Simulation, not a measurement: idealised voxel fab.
Proc. module: voxel spacer lines
We display cut, a cross-section 295 nm in width whose square cells are each 5 nm.
When this document writes out a cross-section, it uses a grid of square cells and lists it as bands, beginning at the top and moving down, with a band standing for one or more rows of cells.
Heights first: top, then bottom, in nm. Then materials, left to right, each with a width in nm. "everywhere" on a single material: fills the band edge to edge. "blank": empty space.
Height datum 0, below which the as-received substrate wafer is one material. Lowest band open at the bottom, running downward: "0 -> down".
A two-number width, for instance "30->40", indicates that the width is equal to the first number in the top row of the band and to the second number in the bottom row, and that it changes by a constant amount per row of cells.
Where the words "no change occurred" appear for a step, the cross-section shows no cell changed by that step; every cell remained as before.
"closed voids" means: voids of 8 cells or more that are shut off from the top with no open way through. Written width x height at distance, distance from the left edge, in nm.
Whatever follows a step's settings on its line is a remark the simulator itself makes about that step.
overlay nm: where the mask lay relative to plan, measured to the right, on steps with a mask; negatives go left.
[Process steps - plan]
- 1: op RECEIVE | material Si
- 2: op CONFORMAL_DEP | material Al2O3 | thk nm 10
- 3: op DIRECTIONAL_DEP | material TiN | thk nm 15
- 4: op DIRECTIONAL_DEP | material polySi | thk nm 30
- 5: op PATTERN | tone cover | mask id MANDREL | material resist | width nm 15 | pitch nm 50 | thk nm 35 | overlay nm 0
- 6: op DIRECTIONAL_ETCH | etch materials polySi | depth nm 30
- 7: op STRIP | etch materials resist
- 8: op CONFORMAL_DEP | material SiN | thk nm 10
- 9: op DIRECTIONAL_ETCH | etch materials SiN | depth nm 10
- 10: op STRIP | etch materials polySi
- 11: op DIRECTIONAL_ETCH | etch materials TiN | depth nm 15
- 12: op STRIP | etch materials SiN
- 13: op FILL_DEP | material SiO2 | thk nm 10
- 14: op CMP | height nm 25
[Step 1 complete: cross-section of the wafer as received]
- 0 -> down | Si everywhere
- closed voids: none
[Starting structure and process plan are as shown above, but one mistake was made in running the module; the wafer cross-section at the end of the module follows]
- 25 -> 15 | SiO2 everywhere
- 15 -> 0 | SiO2 105 nm, TiN 10 nm, SiO2 15 nm, TiN 10 nm, SiO2 15 nm, TiN 10 nm, SiO2 15 nm, TiN 10 nm, SiO2 105 nm
- 0 -> down | Si everywhere
- closed voids: none
What was done differently from what was planned? the plan's step 2 was left out and never carried out
